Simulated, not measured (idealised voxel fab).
The process module presented herein is designated voxel transistor to metal.
Section cut is 295 nm wide and gridded with 5 nm square cells.
Cross-section layout: square cells on a grid; listed as bands, top to bottom; a band spans one or more cell rows.
Quick guide to a band line: top height, bottom height (nm) up front; then every material left to right with its width in nm. Only one material and it's marked "everywhere"? Then it fills the band edge to edge. And "blank" just means empty space.
Heights from 0 (as-received wafer is one material below). Bottom band endless downward, as "0..down".
Width "30 to 40": first value at the band's top row of cells, second value at its bottom row, equal change from row to row.
Where a step carries "nothing changed", the cross-section came out of it unchanged, cell for cell.
Each empty space that has no open way to the top and spans at least 8 cells appears under "Closed cavities" as width x height at distance, the distance counted from the left edge, all in nm.
Note: text after step settings on the step line = simulator remark on that step.
When a step includes a mask, the "overlay nm" setting on its line states how far to the right of its planned place that mask lay, and negative values state how far to the left.

Process steps - plan
1. RECEIVE,material Si
2. CONFORMAL_DEP,material SiO2,thk nm 5
3. CONFORMAL_DEP,material SiN,thk nm 10
4. DIRECTIONAL_DEP,material aC,thk nm 10
5. PATTERN,tone cover,mask id ACTIVE,material resist,width nm 95,pitch nm 120,thk nm 25,overlay nm 0
6. DIRECTIONAL_ETCH,etch materials aC,depth nm 10
7. STRIP,etch materials resist
8. DIRECTIONAL_ETCH,etch materials SiN,depth nm 10
9. DIRECTIONAL_ETCH,etch materials SiO2,depth nm 5
10. DIRECTIONAL_ETCH,etch materials Si,depth nm 30
11. STRIP,etch materials aC
12. FILL_DEP,material SiO2,thk nm 10
13. CMP,height nm 15
14. SELECTIVE_ETCH,etch materials SiO2,depth nm 5
15. STRIP,etch materials SiN
16. SELECTIVE_ETCH,etch materials SiO2,depth nm 5
17. OXIDIZE,depth nm 5
18. DIRECTIONAL_DEP,material polySi,thk nm 20
19. DIRECTIONAL_DEP,material SiCN,thk nm 10
20. MASKED_ETCH,tone cover,mask id GATE,width nm 25,pitch nm 120,etch materials SiCN,depth nm 20,overlay nm -5
21. MASKED_ETCH,tone cover,mask id GATE,width nm 25,pitch nm 120,etch materials polySi,depth nm 30,overlay nm 0
22. CONFORMAL_DEP,material SiO2,thk nm 5
23. DIRECTIONAL_ETCH,etch materials SiO2,depth nm 5
24. CONFORMAL_DEP,material SiN,thk nm 5
25. DIRECTIONAL_ETCH,etch materials SiN,depth nm 5
26. DIRECTIONAL_ETCH,etch materials SiO2,depth nm 5
27. DIRECTIONAL_ETCH,etch materials Si,depth nm 15
28. EPI,material nSi,thk nm 15
29. FILL_DEP,material SiO2,thk nm 10
30. CMP,height nm 20
31. STRIP,etch materials polySi
32. SELECTIVE_ETCH,etch materials SiO2,depth nm 5
33. CONFORMAL_DEP,material HfO2,thk nm 5
34. CONFORMAL_DEP,material TiN,thk nm 5
35. FILL_DEP,material W,thk nm 5
36. CMP,height nm 15
37. DIRECTIONAL_DEP,material SiO2,thk nm 10
38. MASKED_ETCH,tone open,mask id CONTACT,width nm 15,etch materials SiO2,depth nm 15,overlay nm 0
39. CONFORMAL_DEP,material TiN,thk nm 5
40. FILL_DEP,material Ru,thk nm 10
41. CMP,height nm 25
42. DIRECTIONAL_DEP,material TiN,thk nm 5
43. DIRECTIONAL_DEP,material Ru,thk nm 20
44. DIRECTIONAL_DEP,material aC,thk nm 10
45. PATTERN,tone cover,mask id METAL_1,material resist,width nm 15,thk nm 30,overlay nm 0
46. DIRECTIONAL_ETCH,etch materials aC,depth nm 10
47. STRIP,etch materials resist
48. DIRECTIONAL_ETCH,etch materials Ru,depth nm 20
49. DIRECTIONAL_ETCH,etch materials TiN,depth nm 5
50. STRIP,etch materials aC
51. CONFORMAL_DEP,material SiCN,thk nm 5
52. FILL_DEP,material SiO2,thk nm 10
53. CMP,height nm 50
54. CONFORMAL_DEP,material SiCN,thk nm 5
Be aware that, although all wafers share a common starting state, the overlay nm at step 20 differs among them, and the plan displays the first wafer's value.

After step 1, as received: first of several wafers, cross-section
    0..down: Si everywhere
    Closed cavities: none

Take any row and you have a wafer at the end of the module: how many cells of each material it has gained (+) or lost (-) since it was received, and then its closed voids
overlay nm -5; +28 HfO2; +56 Ru; -206 Si; +138 SiCN; +16 SiN; +453 SiO2; +60 TiN; +16 W; +88 nSi; Closed cavities: none
overlay nm 0; +26 HfO2; +56 Ru; -212 Si; +138 SiCN; +16 SiN; +455 SiO2; +58 TiN; +12 W; +100 nSi; Closed cavities: none
overlay nm 5; +28 HfO2; +56 Ru; -206 Si; +138 SiCN; +16 SiN; +453 SiO2; +60 TiN; +16 W; +88 nSi; Closed cavities: none
